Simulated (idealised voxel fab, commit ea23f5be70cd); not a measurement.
The process module presented herein is designated voxel ribs on slabs.
It is cross-section cut that appears here, measuring 195 nm in width, its square cells being 5 nm in size.
Cross-section, as written here: a square-cell grid given band by band from the top down, where a band holds one or more rows of cells. The entry gives the band's vertical extent as a top height and a bottom height in nm, then its horizontal make-up as materials from left to right, each with a width in nm. "blank" stands for empty space; a single material marked "edge to edge" fills the band edge to edge. Zero point of the height axis is 0; under it, received wafer = one material. Lowest band: continues down indefinitely, "0 -> down". Read "30->40" as a graded width: first number on top, second number at the bottom, same change between each pair of neighbouring rows. The designation "nothing changed", where it is given for a processing step, indicates that no cell of the cross-section was altered in the course of that step. So "Internal closed voids" is basically the list of trapped voids: any empty space of 8 cells or more that can't reach the top through an opening. They're written width x height at distance, the distance being from the left edge, and it's all nm. Whatever follows a step's settings on its line is a remark the simulator itself makes about that step. On any step carrying a mask, the "overlay nm" setting, if present on the step's line, tells how far right of its planned place the mask lay; negative values point to the left.
### Below is the list of planned process steps
1. RECEIVE | material Si
2. DIRECTIONAL_DEP | material SiO2 | thk nm 20
3. DIRECTIONAL_DEP | material polySi | thk nm 25
4. PATTERN | tone cover | mask id RIB | material resist | width nm 20 | thk nm 15 | overlay nm 0
5. DIRECTIONAL_ETCH | etch materials polySi | depth nm 15
6. STRIP | etch materials resist
7. DIRECTIONAL_DEP | material aC | thk nm 10
8. PATTERN | tone cover | mask id SLAB | material resist | width nm 80 | thk nm 25 | overlay nm -15
9. DIRECTIONAL_ETCH | etch materials aC | depth nm 10
10. STRIP | etch materials resist
11. DIRECTIONAL_ETCH | etch materials polySi | depth nm 10
12. STRIP | etch materials aC
13. FILL_DEP | material SiO2 | thk nm 20
14. CMP | height nm 60
15. DIRECTIONAL_DEP | material TiN | thk nm 5
16. PATTERN | tone cover | mask id HEATER | material resist | width nm 30 | thk nm 15 | overlay nm 0
17. DIRECTIONAL_ETCH | etch materials TiN | depth nm 5
18. STRIP | etch materials resist
19. CONFORMAL_DEP | material SiO2 | thk nm 10
Wafers differ in overlay nm at step 8; plan lists the first wafer's value; identical starting state.
### Step 1 complete: as-received cross-section of the first of several wafers
* 0 -> down  Si edge to edge
* Internal closed voids: none
### First of several wafers: cross-section at the end of the module, after step 19, its last step
* 75 -> 70  blank (70), SiO2 (50), blank (75)
* 70 -> 65  SiO2 edge to edge
* 65 -> 60  SiO2 (80), TiN (30), SiO2 (85)
* 60 -> 45  SiO2 edge to edge
* 45 -> 30  SiO2 (85), polySi (20), SiO2 (90)
* 30 -> 20  SiO2 (40), polySi (80), SiO2 (75)
* 20 -> 0  SiO2 edge to edge
* 0 -> down  Si edge to edge
* Internal closed voids: none
### Here's the last wafer cross-sectioned at the end of the module
* 75 -> 70  blank (70), SiO2 (50), blank (75)
* 70 -> 65  SiO2 edge to edge
* 65 -> 60  SiO2 (80), TiN (30), SiO2 (85)
* 60 -> 45  SiO2 edge to edge
* 45 -> 30  SiO2 (85), polySi (20), SiO2 (90)
* 30 -> 20  SiO2 (70), polySi (80), SiO2 (45)
* 20 -> 0  SiO2 edge to edge
* 0 -> down  Si edge to edge
* Internal closed voids: none
### Note: the following table is arranged by wafer, a row apiece. Each row reports the end-of-module state: per material, cells gained (+) or cells lost (-) compared with the wafer as received; closed voids follow
overlay nm -15 | +506 SiO2 | +6 TiN | +44 polySi | Internal closed voids: none
overlay nm -10 | +506 SiO2 | +6 TiN | +44 polySi | Internal closed voids: none
overlay nm -5 | +506 SiO2 | +6 TiN | +44 polySi | Internal closed voids: none
overlay nm 0 | +506 SiO2 | +6 TiN | +44 polySi | Internal closed voids: none
overlay nm 5 | +506 SiO2 | +6 TiN | +44 polySi | Internal closed voids: none
overlay nm 10 | +506 SiO2 | +6 TiN | +44 polySi | Internal closed voids: none
overlay nm 15 | +506 SiO2 | +6 TiN | +44 polySi | Internal closed voids: none
